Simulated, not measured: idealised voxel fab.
process module | voxel transistor to metal
cross-section cut | 300 nm wide | cells 5 nm
A cross-section is a grid of square cells, given in bands from the top down. A band is one or more rows of cells.
Each band's line starts with the height of the band's top and of its bottom, in nm. Then come its materials from left to right, each with its width in nm. One material with "throughout" fills the band from edge to edge. "air" is empty space.
Height 0 is the level under which the wafer as received is all one material. The lowest band goes on downwards, as in "0 down".
A width such as "30 to 40" changes by the same amount from each row of cells to the next, from the band's top row to its bottom row.
"no change" after a step means that no cell of the cross-section changed.
closed voids: empty space of 8 cells or more with no open way to the top, each as width x height at its distance from the left edge, in nm
after a step's settings: what the simulator itself notes on the step
overlay nm, on a step with a mask: how far to the right of its planned place the mask lay; to the left if negative
Each pair below shows a cross-section before one step and the cross-section after it, down to the lowest band that changed. The line under each pair gives the step between them, with its settings. The pairs can come from different runs of this module on the same starting wafer, so a pair continues from the pair above only where its "before" says so.
before
  45 to 40: air 35 | SiCN 95 | air 35 | SiCN 95 | air 40
  40 to 30: SiCN throughout
  30 to 25: SiCN 35 | polySi 95 | SiCN 35 | polySi 95 | SiCN 40
  25 to 0: polySi throughout
  0 to -5: polySi 35 | SiO2 95 | polySi 35 | SiO2 95 | polySi 40
  -5 to -10: SiO2 40 | Si 85 | SiO2 45 | Si 85 | SiO2 45
  -10 down: Si throughout
  closed voids: none
after
  45 to 30: air 75 | SiCN 15 | air 115 | SiCN 15 | air 80
  30 to 25: air 35 | polySi 95 | air 35 | polySi 95 | air 40
  below 25: unchanged
  closed voids: none
the step between: op MASKED_ETCH | tone cover | mask id GATE | width nm 15 | pitch nm 130 | etch materials SiCN | depth nm 25 | overlay nm 0
before: the cross-section after the pair above
after
  45 to 30: air 75 | SiCN 15 | air 115 | SiCN 15 | air 80
  30 to 0: air 75 | polySi 15 | air 115 | polySi 15 | air 80
  0 to -5: air 35 | SiO2 95 | air 35 | SiO2 95 | air 40
  below -5: unchanged
  closed voids: none
the step between: op MASKED_ETCH | tone cover | mask id GATE | width nm 15 | pitch nm 130 | etch materials polySi | depth nm 40 | overlay nm 0
before: the cross-section after the pair above
after
  55 to 45: air 65 | SiN 35 | air 95 | SiN 35 | air 70
  45 to 30: air 65 | SiN 10 | SiCN 15 | SiN 10 | air 95 | SiN 10 | SiCN 15 | SiN 10 | air 70
  30 to 10: air 65 | SiN 10 | polySi 15 | SiN 10 | air 95 | SiN 10 | polySi 15 | SiN 10 | air 70
  10 to 5: air 25 | SiN 50 | polySi 15 | SiN 50 | air 15 | SiN 50 | polySi 15 | SiN 50 | air 30
  5 to 0: SiN 75 | polySi 15 | SiN 115 | polySi 15 | SiN 80
  0 to -5: SiN 35 | SiO2 95 | SiN 35 | SiO2 95 | SiN 40
  below -5: unchanged
  closed voids: none
the step between: op CONFORMAL_DEP | material SiN | thk nm 10
before: the cross-section after the pair above
after
  45 to 30: air 65 | SiN 10 | SiCN 15 | SiN 10 | air 95 | SiN 10 | SiCN 15 | SiN 10 | air 70
  30 to 0: air 65 | SiN 10 | polySi 15 | SiN 10 | air 95 | SiN 10 | polySi 15 | SiN 10 | air 70
  0 to -5: air 25 | SiN 10 | SiO2 95 | SiN 10 | air 15 | SiN 10 | SiO2 95 | SiN 10 | air 30
  below -5: unchanged
  closed voids: none
the step between: op DIRECTIONAL_ETCH | etch materials SiN | depth nm 10
before: the cross-section after the pair above
after
  45 to 30: air 65 | SiN 10 | SiCN 15 | SiN 10 | air 95 | SiN 10 | SiCN 15 | SiN 10 | air 70
  30 to 0: air 65 | SiN 10 | polySi 15 | SiN 10 | air 95 | SiN 10 | polySi 15 | SiN 10 | air 70
  0 to -5: air 25 | SiN 10 | air 30 | SiO2 35 | air 30 | SiN 10 | air 15 | SiN 10 | air 30 | SiO2 35 | air 30 | SiN 10 | air 30
  -5 to -10: air 25 | SiO2 15 | Si 85 | SiO2 15 | air 15 | SiO2 15 | Si 85 | SiO2 15 | air 30
  below -10: unchanged
  closed voids: none
the step between: op DIRECTIONAL_ETCH | etch materials SiO2 | depth nm 5
before: the cross-section after the pair above
after
  45 to 30: air 65 | SiN 10 | SiCN 15 | SiN 10 | air 95 | SiN 10 | SiCN 15 | SiN 10 | air 70
  30 to 0: air 65 | SiN 10 | polySi 15 | SiN 10 | air 95 | SiN 10 | polySi 15 | SiN 10 | air 70
  0 to -5: air 25 | SiN 10 | SiGe 30 | SiO2 35 | SiGe 30 | SiN 10 | air 15 | SiN 10 | SiGe 30 | SiO2 35 | SiGe 30 | SiN 10 | air 30
  -5 to -10: SiGe 25 | SiO2 15 | Si 85 | SiO2 15 | SiGe 15 | SiO2 15 | Si 85 | SiO2 15 | SiGe 30
  below -10: unchanged
  closed voids: none
the step between: op EPI | material SiGe | thk nm 5
before: the cross-section after the pair above
after
  50 to 45: SiO2 throughout
  45 to 30: SiO2 65 | SiN 10 | SiCN 15 | SiN 10 | SiO2 95 | SiN 10 | SiCN 15 | SiN 10 | SiO2 70
  30 to 0: SiO2 65 | SiN 10 | polySi 15 | SiN 10 | SiO2 95 | SiN 10 | polySi 15 | SiN 10 | SiO2 70
  0 to -5: SiO2 25 | SiN 10 | SiGe 30 | SiO2 35 | SiGe 30 | SiN 10 | SiO2 15 | SiN 10 | SiGe 30 | SiO2 35 | SiGe 30 | SiN 10 | SiO2 30
  below -5: unchanged
  closed voids: none
the step between: op FILL_DEP | material SiO2 | thk nm 5
before: the cross-section after the pair above
after
  40 to 30: SiO2 65 | SiN 10 | SiCN 15 | SiN 10 | SiO2 95 | SiN 10 | SiCN 15 | SiN 10 | SiO2 70
  below 30: unchanged
  closed voids: none
the step between: op CMP | height nm 40
before: the cross-section after the pair above
after
  50 to 40: SiO2 throughout
  below 40: unchanged
  closed voids: none
the step between: op DIRECTIONAL_DEP | material SiO2 | thk nm 10
before: the cross-section after the pair above
after
  60 to 50: aC throughout
  below 50: unchanged
  closed voids: none
the step between: op DIRECTIONAL_DEP | material aC | thk nm 10
before: the cross-section after the pair above
after
  85 to 60: resist 40 | air 30 | resist 25 | air 30 | resist 45 | air 30 | resist 25 | air 30 | resist 45
  below 60: unchanged
  closed voids: none
the step between: op PATTERN | tone open | mask id CONTACT | material resist | width nm 30 | thk nm 25 | overlay nm 0
before: the cross-section after the pair above
after
  75 to 60: resist 40 | air 30 | resist 25 | air 30 | resist 45 | air 30 | resist 25 | air 30 | resist 45
  60 to 50: aC 40 | air 30 | aC 25 | air 30 | aC 45 | air 30 | aC 25 | air 30 | aC 45
  below 50: unchanged
  closed voids: none
the step between: op DIRECTIONAL_ETCH | etch materials aC | depth nm 10
before: the cross-section after the pair above
after
  60 to 50: aC 40 | air 30 | aC 25 | air 30 | aC 45 | air 30 | aC 25 | air 30 | aC 45
  below 50: unchanged
  closed voids: none
the step between: op STRIP | etch materials resist
before: the cross-section after the pair above
after
  60 to 50: aC 40 | air 30 | aC 25 | air 30 | aC 45 | air 30 | aC 25 | air 30 | aC 45
  50 to 40: SiO2 40 | air 30 | SiO2 25 | air 30 | SiO2 45 | air 30 | SiO2 25 | air 30 | SiO2 45
  40 to 30: SiO2 40 | air 25 | SiN 10 | SiCN 15 | SiN 10 | air 25 | SiO2 45 | air 25 | SiN 10 | SiCN 15 | SiN 10 | air 25 | SiO2 45
  30 to 0: SiO2 40 | air 25 | SiN 10 | polySi 15 | SiN 10 | air 25 | SiO2 45 | air 25 | SiN 10 | polySi 15 | SiN 10 | air 25 | SiO2 45
  below 0: unchanged
  closed voids: none
the step between: op DIRECTIONAL_ETCH | etch materials SiO2 | depth nm 55
before: the cross-section after the pair above
after
  50 to 40: SiO2 40 | air 30 | SiO2 25 | air 30 | SiO2 45 | air 30 | SiO2 25 | air 30 | SiO2 45
  below 40: unchanged
  closed voids: none
the step between: op STRIP | etch materials aC
before: the cross-section after the pair above
after
  55 to 50: TiN 45 | air 20 | TiN 35 | air 20 | TiN 55 | air 20 | TiN 35 | air 20 | TiN 50
  50 to 40: SiO2 40 | TiN 5 | air 20 to 15 | TiN 5 to 10 | SiO2 25 | TiN 5 to 10 | air 20 to 15 | TiN 5 | SiO2 45 | TiN 5 | air 20 to 15 | TiN 5 to 10 | SiO2 25 | TiN 5 to 10 | air 20 to 15 | TiN 5 | SiO2 45
  40 to 30: SiO2 40 | TiN 5 | air 15 | TiN 5 | SiN 10 | SiCN 15 | SiN 10 | TiN 5 | air 15 | TiN 5 | SiO2 45 | TiN 5 | air 15 | TiN 5 | SiN 10 | SiCN 15 | SiN 10 | TiN 5 | air 15 | TiN 5 | SiO2 45
  30 to 5: SiO2 40 | TiN 5 | air 15 | TiN 5 | SiN 10 | polySi 15 | SiN 10 | TiN 5 | air 15 | TiN 5 | SiO2 45 | TiN 5 | air 15 | TiN 5 | SiN 10 | polySi 15 | SiN 10 | TiN 5 | air 15 | TiN 5 | SiO2 45
  5 to 0: SiO2 40 | TiN 25 | SiN 10 | polySi 15 | SiN 10 | TiN 25 | SiO2 45 | TiN 25 | SiN 10 | polySi 15 | SiN 10 | TiN 25 | SiO2 45
  below 0: unchanged
  closed voids: none
the step between: op CONFORMAL_DEP | material TiN | thk nm 5
before: the cross-section after the pair above
after
  60 to 55: W throughout
  55 to 50: TiN 45 | W 20 | TiN 35 | W 20 | TiN 55 | W 20 | TiN 35 | W 20 | TiN 50
  50 to 40: SiO2 40 | TiN 5 | W 20 to 15 | TiN 5 to 10 | SiO2 25 | TiN 5 to 10 | W 20 to 15 | TiN 5 | SiO2 45 | TiN 5 | W 20 to 15 | TiN 5 to 10 | SiO2 25 | TiN 5 to 10 | W 20 to 15 | TiN 5 | SiO2 45
  40 to 30: SiO2 40 | TiN 5 | W 15 | TiN 5 | SiN 10 | SiCN 15 | SiN 10 | TiN 5 | W 15 | TiN 5 | SiO2 45 | TiN 5 | W 15 | TiN 5 | SiN 10 | SiCN 15 | SiN 10 | TiN 5 | W 15 | TiN 5 | SiO2 45
  30 to 5: SiO2 40 | TiN 5 | W 15 | TiN 5 | SiN 10 | polySi 15 | SiN 10 | TiN 5 | W 15 | TiN 5 | SiO2 45 | TiN 5 | W 15 | TiN 5 | SiN 10 | polySi 15 | SiN 10 | TiN 5 | W 15 | TiN 5 | SiO2 45
  below 5: unchanged
  closed voids: none
the step between: op FILL_DEP | material W | thk nm 5
before: the cross-section after the pair above
after
  50 to 40: SiO2 40 | TiN 5 | W 20 to 15 | TiN 5 to 10 | SiO2 25 | TiN 5 to 10 | W 20 to 15 | TiN 5 | SiO2 45 | TiN 5 | W 20 to 15 | TiN 5 to 10 | SiO2 25 | TiN 5 to 10 | W 20 to 15 | TiN 5 | SiO2 45
  below 40: unchanged
  closed voids: none
the step between: op CMP | height nm 50
before: the cross-section after the pair above
after
  55 to 50: SiN throughout
  below 50: unchanged
  closed voids: none
the step between: op CONFORMAL_DEP | material SiN | thk nm 5
before: the cross-section after the pair above
after
  80 to 55: lowk throughout
  below 55: unchanged
  closed voids: none
the step between: op DIRECTIONAL_DEP | material lowk | thk nm 25
before: the cross-section after the pair above
after
  95 to 80: aC throughout
  below 80: unchanged
  closed voids: none
the step between: op DIRECTIONAL_DEP | material aC | thk nm 15
before: the cross-section after the pair above
after
  130 to 95: resist 40 | air 20 | resist 45 | air 20 | resist 45 | air 20 | resist 45 | air 20 | resist 45
  below 95: unchanged
  closed voids: none
the step between: op PATTERN | tone open | mask id METAL_1 | material resist | width nm 20 | pitch nm 65 | thk nm 35 | overlay nm 0
before: the cross-section after the pair above
after
  115 to 95: resist 40 | air 20 | resist 45 | air 20 | resist 45 | air 20 | resist 45 | air 20 | resist 45
  95 to 80: aC 40 | air 20 | aC 45 | air 20 | aC 45 | air 20 | aC 45 | air 20 | aC 45
  below 80: unchanged
  closed voids: none
the step between: op DIRECTIONAL_ETCH | etch materials aC | depth nm 15
before: the cross-section after the pair above
after
  95 to 80: aC 40 | air 20 | aC 45 | air 20 | aC 45 | air 20 | aC 45 | air 20 | aC 45
  below 80: unchanged
  closed voids: none
the step between: op STRIP | etch materials resist
before: the cross-section after the pair above
after
  95 to 80: aC 40 | air 20 | aC 45 | air 20 | aC 45 | air 20 | aC 45 | air 20 | aC 45
  80 to 55: lowk 40 | air 20 | lowk 45 | air 20 | lowk 45 | air 20 | lowk 45 | air 20 | lowk 45
  below 55: unchanged
  closed voids: none
the step between: op DIRECTIONAL_ETCH | etch materials lowk | depth nm 25
before: the cross-section after the pair above
after
  95 to 80: aC 40 | air 20 | aC 45 | air 20 | aC 45 | air 20 | aC 45 | air 20 | aC 45
  80 to 55: lowk 40 | air 20 | lowk 45 | air 20 | lowk 45 | air 20 | lowk 45 | air 20 | lowk 45
  55 to 50: SiN 40 | air 20 | SiN 45 | air 20 | SiN 45 | air 20 | SiN 45 | air 20 | SiN 45
  below 50: unchanged
  closed voids: none
the step between: op DIRECTIONAL_ETCH | etch materials SiN | depth nm 5
before: the cross-section after the pair above
after
  80 to 55: lowk 40 | air 20 | lowk 45 | air 20 | lowk 45 | air 20 | lowk 45 | air 20 | lowk 45
  below 55: unchanged
  closed voids: none
the step between: op STRIP | etch materials aC
before: the cross-section after the pair above
after
  85 to 80: TiN 45 | air 10 | TiN 55 | air 10 | TiN 55 | air 10 | TiN 55 | air 10 | TiN 50
  80 to 55: lowk 40 | TiN 5 | air 10 | TiN 5 | lowk 45 | TiN 5 | air 10 | TiN 5 | lowk 45 | TiN 5 | air 10 | TiN 5 | lowk 45 | TiN 5 | air 10 | TiN 5 | lowk 45
  55 to 50: SiN 40 | TiN 20 | SiN 45 | TiN 20 | SiN 45 | TiN 20 | SiN 45 | TiN 20 | SiN 45
  below 50: unchanged
  closed voids: none
the step between: op CONFORMAL_DEP | material TiN | thk nm 5
before: the cross-section after the pair above
after
  95 to 85: Ru throughout
  85 to 80: TiN 45 | Ru 10 | TiN 55 | Ru 10 | TiN 55 | Ru 10 | TiN 55 | Ru 10 | TiN 50
  80 to 55: lowk 40 | TiN 5 | Ru 10 | TiN 5 | lowk 45 | TiN 5 | Ru 10 | TiN 5 | lowk 45 | TiN 5 | Ru 10 | TiN 5 | lowk 45 | TiN 5 | Ru 10 | TiN 5 | lowk 45
  below 55: unchanged
  closed voids: none
the step between: op FILL_DEP | material Ru | thk nm 10
before: the cross-section after the pair above
after
  80 to 55: lowk 40 | TiN 5 | Ru 10 | TiN 5 | lowk 45 | TiN 5 | Ru 10 | TiN 5 | lowk 45 | TiN 5 | Ru 10 | TiN 5 | lowk 45 | TiN 5 | Ru 10 | TiN 5 | lowk 45
  below 55: unchanged
  closed voids: none
the step between: op CMP | height nm 80
before: the cross-section after the pair above
after
  85 to 80: air 35 | Ru 30 | air 35 | Ru 30 | air 35 | Ru 30 | air 35 | Ru 30 | air 40
  below 80: unchanged
  closed voids: none
the step between: op EPI | material Ru | thk nm 5
before: the cross-section after the pair above
after
  90 to 85: SiCN throughout
  85 to 80: SiCN 35 | Ru 30 | SiCN 35 | Ru 30 | SiCN 35 | Ru 30 | SiCN 35 | Ru 30 | SiCN 40
  below 80: unchanged
  closed voids: none
the step between: op FILL_DEP | material SiCN | thk nm 5
